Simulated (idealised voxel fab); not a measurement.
Process module in this document: voxel double patterning
Displayed cross-section: cut, width of 255 nm, square cells sized 5 nm.
A cross-section in this document is a grid of square cells, and it is written down as bands, the top band listed before the ones below it; a band is made up of one or more rows of cells. Heads up on the band format: heights come first, top then bottom, in nm. After that it's the materials left to right, each with its width in nm. A single material flagged "everywhere" fills the whole band edge to edge, and "blank" means there's empty space there. Heights are reckoned from 0. Under this level, the received wafer is all of one material. The bottommost band is open-ended downward, for example "z 0 and below". Width "30->40": first value at the band's top row of cells, second value at its bottom row, equal change from row to row. "nothing altered" (step): cross-section cells unchanged, all of them. "Internal closed voids" lists enclosed empty spaces (at least 8 cells, no open path upward to the top), each as width x height at distance from the left edge, in nm. Past the settings on a step's line: simulator remark, on that step. overlay nm: for a step with a mask, the amount by which the mask lay right of where it was planned; a negative amount means left of it.
-- Process steps - plan
- 1: RECEIVE (material Si)
- 2: CONFORMAL_DEP (material SiO2; thk nm 10)
- 3: DIRECTIONAL_DEP (material polySi; thk nm 15)
- 4: DIRECTIONAL_DEP (material SiCN; thk nm 5)
- 5: PATTERN (tone open; mask id FIRST; material resist; width nm 15; pitch nm 50; thk nm 15; overlay nm 0)
- 6: DIRECTIONAL_ETCH (etch materials SiCN; depth nm 5)
- 7: STRIP (etch materials resist)
- 8: MASKED_ETCH (tone open; mask id SECOND; width nm 15; etch materials SiCN; depth nm 5; overlay nm 0)
- 9: DIRECTIONAL_ETCH (etch materials polySi; depth nm 15)
- 10: STRIP (etch materials SiCN)
-- Received-state cross-section, reflecting completion of step 1
- z 0 and below = Si everywhere
- Internal closed voids: none
-- Cross-section taken at module completion on the first of two wafers; processed per the plan
- z 25 to 10 = 95 polySi, 15 blank, 10 polySi, 15 blank, 10 polySi, 15 blank, 95 polySi
- z 10 to 0 = SiO2 everywhere
- z 0 and below = Si everywhere
- Internal closed voids: none
-- The second wafer, shown in cross-section after the module: started the same way as the first and given the same plan, yet one mistake crept into how it was run
- z 25 to 15 = SiO2 everywhere
- z 15 to 0 = polySi everywhere
- z 0 and below = Si everywhere
- Internal closed voids: none
Plan not followed: steps 2 and 3 swapped
Bottom line after processing is that, in cells, the second wafer is up or down on some materials versus the first: +27 polySi
